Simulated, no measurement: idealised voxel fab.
process module | voxel ribs on slabs
cross-section cut | 195 nm wide | cells 5 nm
A cross-section is a grid of square cells, given in bands from the top down. A band is one or more rows of cells.
Each band's line starts with the height of the band's top and of its bottom, in nm. Then come its materials from left to right, each with its width in nm. One material with "throughout" fills the band from edge to edge. "air" is empty space.
Height 0 is the level under which the wafer as received is all one material. The lowest band goes on downwards, as in "0 down".
A width such as "30 to 40" changes by the same amount from each row of cells to the next, from the band's top row to its bottom row.
"no change" after a step means that no cell of the cross-section changed.
closed voids: empty space of 8 cells or more with no open way to the top, each as width x height at its distance from the left edge, in nm
after a step's settings: what the simulator itself notes on the step
overlay nm, on a step with a mask: how far to the right of its planned place the mask lay; to the left if negative
plan
1 op RECEIVE | material Si
2 op DIRECTIONAL_DEP | material SiO2 | thk nm 20
3 op DIRECTIONAL_DEP | material polySi | thk nm 15
4 op MASKED_ETCH | tone cover | mask id RIB | width nm 15 | etch materials polySi | depth nm 5 | overlay nm 0
5 op DIRECTIONAL_DEP | material aC | thk nm 15
6 op PATTERN | tone cover | mask id SLAB | material resist | width nm 55 | thk nm 35 | overlay nm 0
7 op DIRECTIONAL_ETCH | etch materials aC | depth nm 15
8 op STRIP | etch materials resist
9 op DIRECTIONAL_ETCH | etch materials polySi | depth nm 10
10 op STRIP | etch materials aC
11 op FILL_DEP | material SiO2 | thk nm 30
12 op CMP | height nm 55
13 op DIRECTIONAL_DEP | material TiN | thk nm 5
14 op DIRECTIONAL_DEP | material aC | thk nm 15
15 op PATTERN | tone cover | mask id HEATER | material resist | width nm 25 | thk nm 30 | overlay nm 0
16 op DIRECTIONAL_ETCH | etch materials aC | depth nm 15
17 op STRIP | etch materials resist
18 op DIRECTIONAL_ETCH | etch materials TiN | depth nm 5
19 op STRIP | etch materials aC
20 op CONFORMAL_DEP | material SiN | thk nm 5
as received, after step 1
  0 down: Si throughout
  closed voids: none
a wafer at the end: this start, this plan, one mistake
  60 to 55: air 85 | TiN 25 | air 85
  55 to 35: SiO2 throughout
  35 to 30: SiO2 90 | polySi 15 | SiO2 90
  30 to 20: SiO2 70 | polySi 55 | SiO2 70
  20 to 0: SiO2 throughout
  0 down: Si throughout
  closed voids: none
what went wrong: step 20 was left out
